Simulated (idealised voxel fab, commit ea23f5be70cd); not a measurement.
voxel trench capacitor: a process module
Pictured: cross-section cut, 240 nm wide, on a grid of 5 nm square cells.
Bands, listed from the top down, are how a cross-section gets written in this document; the cross-section itself is a grid of square cells, and a band is one or more rows of them.
For a band, the entry starts with two heights in nm, that of the top and then that of the bottom, and carries on with the band's materials in order from left to right, each alongside its width in nm; the word "full width" beside a single material means it fills the band edge to edge, and "air" means empty space.
Zero point of the height axis is 0; under it, received wafer = one material. Lowest band: continues down indefinitely, "0 down".
It should be noted that a width expressed as "30 to 40" varies in equal increments from row to row of cells within the band, taking the value of the first number at the top row and that of the second number at the bottom row.
"same as before" means the step left every cell of the cross-section as it was.
If an empty space has no open way to the top and is at least 8 cells in size, "Enclosed void inventory" lists it, written width x height at distance, where distance is measured from the left edge and every value is in nm.
That trailing text on a step's line, after the settings, is the simulator's own remark on the step.
A step line may carry the setting "overlay nm", which, for steps involving a mask, states the distance by which the mask lay to the right of its intended position; negative values denote displacement to the left.

**Listed below are the process steps as planned**
1. RECEIVE with material Si
2. CONFORMAL_DEP with material SiN, thk nm 10
3. MASKED_ETCH with tone open, mask id TRENCH, width nm 25, pitch nm 40, etch materials SiN, depth nm 10, overlay nm 0
4. MASKED_ETCH with tone open, mask id TRENCH, width nm 25, pitch nm 40, etch materials Si, depth nm 25, overlay nm 0
5. CONFORMAL_DEP with material Al2O3, thk nm 5
6. CONFORMAL_DEP with material TiN, thk nm 5
7. FILL_DEP with material W, thk nm 10
8. CMP with height nm 10

**The first of the two wafers, which ran as planned**

**as received, after step 1**
	0 down  Si full width
	Enclosed void inventory: none

**Wafer after step 2 (cross-section)**
	10 to 0  SiN full width
	All layers under 0 are left as they were.

**Wafer after step 3 (cross-section)**
	10 to 0  SiN 45 nm, then air 25 nm, then SiN 15 nm, then air 25 nm, then SiN 15 nm, then air 25 nm, then SiN 15 nm, then air 25 nm, then SiN 50 nm
	All layers under 0 are left as they were.

**Wafer after step 4 (cross-section)**
	10 to 0  SiN 45 nm, then air 25 nm, then SiN 15 nm, then air 25 nm, then SiN 15 nm, then air 25 nm, then SiN 15 nm, then air 25 nm, then SiN 50 nm
	0 to -25  Si 45 nm, then air 25 nm, then Si 15 nm, then air 25 nm, then Si 15 nm, then air 25 nm, then Si 15 nm, then air 25 nm, then Si 50 nm
	All layers under -25 are left as they were.

**Wafer after step 5 (cross-section)**
	15 to 10  Al2O3 50 nm, then air 15 nm, then Al2O3 25 nm, then air 15 nm, then Al2O3 25 nm, then air 15 nm, then Al2O3 25 nm, then air 15 nm, then Al2O3 55 nm
	10 to 0  SiN 45 nm, then Al2O3 5 nm, then air 15 nm, then Al2O3 5 nm, then SiN 15 nm, then Al2O3 5 nm, then air 15 nm, then Al2O3 5 nm, then SiN 15 nm, then Al2O3 5 nm, then air 15 nm, then Al2O3 5 nm, then SiN 15 nm, then Al2O3 5 nm, then air 15 nm, then Al2O3 5 nm, then SiN 50 nm
	0 to -20  Si 45 nm, then Al2O3 5 nm, then air 15 nm, then Al2O3 5 nm, then Si 15 nm, then Al2O3 5 nm, then air 15 nm, then Al2O3 5 nm, then Si 15 nm, then Al2O3 5 nm, then air 15 nm, then Al2O3 5 nm, then Si 15 nm, then Al2O3 5 nm, then air 15 nm, then Al2O3 5 nm, then Si 50 nm
	-20 to -25  Si 45 nm, then Al2O3 25 nm, then Si 15 nm, then Al2O3 25 nm, then Si 15 nm, then Al2O3 25 nm, then Si 15 nm, then Al2O3 25 nm, then Si 50 nm
	All layers under -25 are left as they were.

**Wafer after step 6 (cross-section)**
	20 to 15  TiN 55 nm, then air 5 nm, then TiN 35 nm, then air 5 nm, then TiN 35 nm, then air 5 nm, then TiN 35 nm, then air 5 nm, then TiN 60 nm
	15 to 10  Al2O3 50 nm, then TiN 5 nm, then air 5 nm, then TiN 5 nm, then Al2O3 25 nm, then TiN 5 nm, then air 5 nm, then TiN 5 nm, then Al2O3 25 nm, then TiN 5 nm, then air 5 nm, then TiN 5 nm, then Al2O3 25 nm, then TiN 5 nm, then air 5 nm, then TiN 5 nm, then Al2O3 55 nm
	10 to 0  SiN 45 nm, then Al2O3 5 nm, then TiN 5 nm, then air 5 nm, then TiN 5 nm, then Al2O3 5 nm, then SiN 15 nm, then Al2O3 5 nm, then TiN 5 nm, then air 5 nm, then TiN 5 nm, then Al2O3 5 nm, then SiN 15 nm, then Al2O3 5 nm, then TiN 5 nm, then air 5 nm, then TiN 5 nm, then Al2O3 5 nm, then SiN 15 nm, then Al2O3 5 nm, then TiN 5 nm, then air 5 nm, then TiN 5 nm, then Al2O3 5 nm, then SiN 50 nm
	0 to -15  Si 45 nm, then Al2O3 5 nm, then TiN 5 nm, then air 5 nm, then TiN 5 nm, then Al2O3 5 nm, then Si 15 nm, then Al2O3 5 nm, then TiN 5 nm, then air 5 nm, then TiN 5 nm, then Al2O3 5 nm, then Si 15 nm, then Al2O3 5 nm, then TiN 5 nm, then air 5 nm, then TiN 5 nm, then Al2O3 5 nm, then Si 15 nm, then Al2O3 5 nm, then TiN 5 nm, then air 5 nm, then TiN 5 nm, then Al2O3 5 nm, then Si 50 nm
	-15 to -20  Si 45 nm, then Al2O3 5 nm, then TiN 15 nm, then Al2O3 5 nm, then Si 15 nm, then Al2O3 5 nm, then TiN 15 nm, then Al2O3 5 nm, then Si 15 nm, then Al2O3 5 nm, then TiN 15 nm, then Al2O3 5 nm, then Si 15 nm, then Al2O3 5 nm, then TiN 15 nm, then Al2O3 5 nm, then Si 50 nm
	All layers under -20 are left as they were.

**Wafer after step 7 (cross-section)**
	30 to 20  W full width
	20 to 15  TiN 55 nm, then W 5 nm, then TiN 35 nm, then W 5 nm, then TiN 35 nm, then W 5 nm, then TiN 35 nm, then W 5 nm, then TiN 60 nm
	15 to 10  Al2O3 50 nm, then TiN 5 nm, then W 5 nm, then TiN 5 nm, then Al2O3 25 nm, then TiN 5 nm, then W 5 nm, then TiN 5 nm, then Al2O3 25 nm, then TiN 5 nm, then W 5 nm, then TiN 5 nm, then Al2O3 25 nm, then TiN 5 nm, then W 5 nm, then TiN 5 nm, then Al2O3 55 nm
	10 to 0  SiN 45 nm, then Al2O3 5 nm, then TiN 5 nm, then W 5 nm, then TiN 5 nm, then Al2O3 5 nm, then SiN 15 nm, then Al2O3 5 nm, then TiN 5 nm, then W 5 nm, then TiN 5 nm, then Al2O3 5 nm, then SiN 15 nm, then Al2O3 5 nm, then TiN 5 nm, then W 5 nm, then TiN 5 nm, then Al2O3 5 nm, then SiN 15 nm, then Al2O3 5 nm, then TiN 5 nm, then W 5 nm, then TiN 5 nm, then Al2O3 5 nm, then SiN 50 nm
	0 to -15  Si 45 nm, then Al2O3 5 nm, then TiN 5 nm, then W 5 nm, then TiN 5 nm, then Al2O3 5 nm, then Si 15 nm, then Al2O3 5 nm, then TiN 5 nm, then W 5 nm, then TiN 5 nm, then Al2O3 5 nm, then Si 15 nm, then Al2O3 5 nm, then TiN 5 nm, then W 5 nm, then TiN 5 nm, then Al2O3 5 nm, then Si 15 nm, then Al2O3 5 nm, then TiN 5 nm, then W 5 nm, then TiN 5 nm, then Al2O3 5 nm, then Si 50 nm
	All layers under -15 are left as they were.

**Wafer after step 8 (cross-section)**
	10 to 0  SiN 45 nm, then Al2O3 5 nm, then TiN 5 nm, then W 5 nm, then TiN 5 nm, then Al2O3 5 nm, then SiN 15 nm, then Al2O3 5 nm, then TiN 5 nm, then W 5 nm, then TiN 5 nm, then Al2O3 5 nm, then SiN 15 nm, then Al2O3 5 nm, then TiN 5 nm, then W 5 nm, then TiN 5 nm, then Al2O3 5 nm, then SiN 15 nm, then Al2O3 5 nm, then TiN 5 nm, then W 5 nm, then TiN 5 nm, then Al2O3 5 nm, then SiN 50 nm
	All layers under 0 are left as they were.

**What follows concerns the second wafer, which started out like the first and was meant to follow the very same plan; one mistake crept in when it was run, but everything up to and including step 3 is the same as for the first wafer**

**when step 4 should have ended**
	10 to 0  SiN 45 nm, then air 25 nm, then SiN 15 nm, then air 25 nm, then SiN 15 nm, then air 25 nm, then SiN 15 nm, then air 25 nm, then SiN 50 nm
	0 to -50  Si 45 nm, then air 25 nm, then Si 15 nm, then air 25 nm, then Si 15 nm, then air 25 nm, then Si 15 nm, then air 25 nm, then Si 50 nm
	All layers under -50 are left as they were.

**when step 5 should have ended**
	15 to 10  Al2O3 50 nm, then air 15 nm, then Al2O3 25 nm, then air 15 nm, then Al2O3 25 nm, then air 15 nm, then Al2O3 25 nm, then air 15 nm, then Al2O3 55 nm
	10 to 0  SiN 45 nm, then Al2O3 5 nm, then air 15 nm, then Al2O3 5 nm, then SiN 15 nm, then Al2O3 5 nm, then air 15 nm, then Al2O3 5 nm, then SiN 15 nm, then Al2O3 5 nm, then air 15 nm, then Al2O3 5 nm, then SiN 15 nm, then Al2O3 5 nm, then air 15 nm, then Al2O3 5 nm, then SiN 50 nm
	0 to -45  Si 45 nm, then Al2O3 5 nm, then air 15 nm, then Al2O3 5 nm, then Si 15 nm, then Al2O3 5 nm, then air 15 nm, then Al2O3 5 nm, then Si 15 nm, then Al2O3 5 nm, then air 15 nm, then Al2O3 5 nm, then Si 15 nm, then Al2O3 5 nm, then air 15 nm, then Al2O3 5 nm, then Si 50 nm
	-45 to -50  Si 45 nm, then Al2O3 25 nm, then Si 15 nm, then Al2O3 25 nm, then Si 15 nm, then Al2O3 25 nm, then Si 15 nm, then Al2O3 25 nm, then Si 50 nm
	All layers under -50 are left as they were.

**when step 6 should have ended**
	20 to 15  TiN 55 nm, then air 5 nm, then TiN 35 nm, then air 5 nm, then TiN 35 nm, then air 5 nm, then TiN 35 nm, then air 5 nm, then TiN 60 nm
	15 to 10  Al2O3 50 nm, then TiN 5 nm, then air 5 nm, then TiN 5 nm, then Al2O3 25 nm, then TiN 5 nm, then air 5 nm, then TiN 5 nm, then Al2O3 25 nm, then TiN 5 nm, then air 5 nm, then TiN 5 nm, then Al2O3 25 nm, then TiN 5 nm, then air 5 nm, then TiN 5 nm, then Al2O3 55 nm
	10 to 0  SiN 45 nm, then Al2O3 5 nm, then TiN 5 nm, then air 5 nm, then TiN 5 nm, then Al2O3 5 nm, then SiN 15 nm, then Al2O3 5 nm, then TiN 5 nm, then air 5 nm, then TiN 5 nm, then Al2O3 5 nm, then SiN 15 nm, then Al2O3 5 nm, then TiN 5 nm, then air 5 nm, then TiN 5 nm, then Al2O3 5 nm, then SiN 15 nm, then Al2O3 5 nm, then TiN 5 nm, then air 5 nm, then TiN 5 nm, then Al2O3 5 nm, then SiN 50 nm
	0 to -40  Si 45 nm, then Al2O3 5 nm, then TiN 5 nm, then air 5 nm, then TiN 5 nm, then Al2O3 5 nm, then Si 15 nm, then Al2O3 5 nm, then TiN 5 nm, then air 5 nm, then TiN 5 nm, then Al2O3 5 nm, then Si 15 nm, then Al2O3 5 nm, then TiN 5 nm, then air 5 nm, then TiN 5 nm, then Al2O3 5 nm, then Si 15 nm, then Al2O3 5 nm, then TiN 5 nm, then air 5 nm, then TiN 5 nm, then Al2O3 5 nm, then Si 50 nm
	-40 to -45  Si 45 nm, then Al2O3 5 nm, then TiN 15 nm, then Al2O3 5 nm, then Si 15 nm, then Al2O3 5 nm, then TiN 15 nm, then Al2O3 5 nm, then Si 15 nm, then Al2O3 5 nm, then TiN 15 nm, then Al2O3 5 nm, then Si 15 nm, then Al2O3 5 nm, then TiN 15 nm, then Al2O3 5 nm, then Si 50 nm
	All layers under -45 are left as they were.

**when step 7 should have ended**
	30 to 20  W full width
	20 to 15  TiN 55 nm, then W 5 nm, then TiN 35 nm, then W 5 nm, then TiN 35 nm, then W 5 nm, then TiN 35 nm, then W 5 nm, then TiN 60 nm
	15 to 10  Al2O3 50 nm, then TiN 5 nm, then W 5 nm, then TiN 5 nm, then Al2O3 25 nm, then TiN 5 nm, then W 5 nm, then TiN 5 nm, then Al2O3 25 nm, then TiN 5 nm, then W 5 nm, then TiN 5 nm, then Al2O3 25 nm, then TiN 5 nm, then W 5 nm, then TiN 5 nm, then Al2O3 55 nm
	10 to 0  SiN 45 nm, then Al2O3 5 nm, then TiN 5 nm, then W 5 nm, then TiN 5 nm, then Al2O3 5 nm, then SiN 15 nm, then Al2O3 5 nm, then TiN 5 nm, then W 5 nm, then TiN 5 nm, then Al2O3 5 nm, then SiN 15 nm, then Al2O3 5 nm, then TiN 5 nm, then W 5 nm, then TiN 5 nm, then Al2O3 5 nm, then SiN 15 nm, then Al2O3 5 nm, then TiN 5 nm, then W 5 nm, then TiN 5 nm, then Al2O3 5 nm, then SiN 50 nm
	0 to -40  Si 45 nm, then Al2O3 5 nm, then TiN 5 nm, then W 5 nm, then TiN 5 nm, then Al2O3 5 nm, then Si 15 nm, then Al2O3 5 nm, then TiN 5 nm, then W 5 nm, then TiN 5 nm, then Al2O3 5 nm, then Si 15 nm, then Al2O3 5 nm, then TiN 5 nm, then W 5 nm, then TiN 5 nm, then Al2O3 5 nm, then Si 15 nm, then Al2O3 5 nm, then TiN 5 nm, then W 5 nm, then TiN 5 nm, then Al2O3 5 nm, then Si 50 nm
	All layers under -40 are left as they were.

**when step 8 should have ended**
	10 to 0  SiN 45 nm, then Al2O3 5 nm, then TiN 5 nm, then W 5 nm, then TiN 5 nm, then Al2O3 5 nm, then SiN 15 nm, then Al2O3 5 nm, then TiN 5 nm, then W 5 nm, then TiN 5 nm, then Al2O3 5 nm, then SiN 15 nm, then Al2O3 5 nm, then TiN 5 nm, then W 5 nm, then TiN 5 nm, then Al2O3 5 nm, then SiN 15 nm, then Al2O3 5 nm, then TiN 5 nm, then W 5 nm, then TiN 5 nm, then Al2O3 5 nm, then SiN 50 nm
	All layers under 0 are left as they were.
Deviation from plan: step 4 of the plan saw execution twice
In the final state, the cell counts of the second wafer exceed or fall short of those of the first for the following materials: Al2O3: 40 more, Si: 100 fewer, TiN: 40 more, W: 20 more
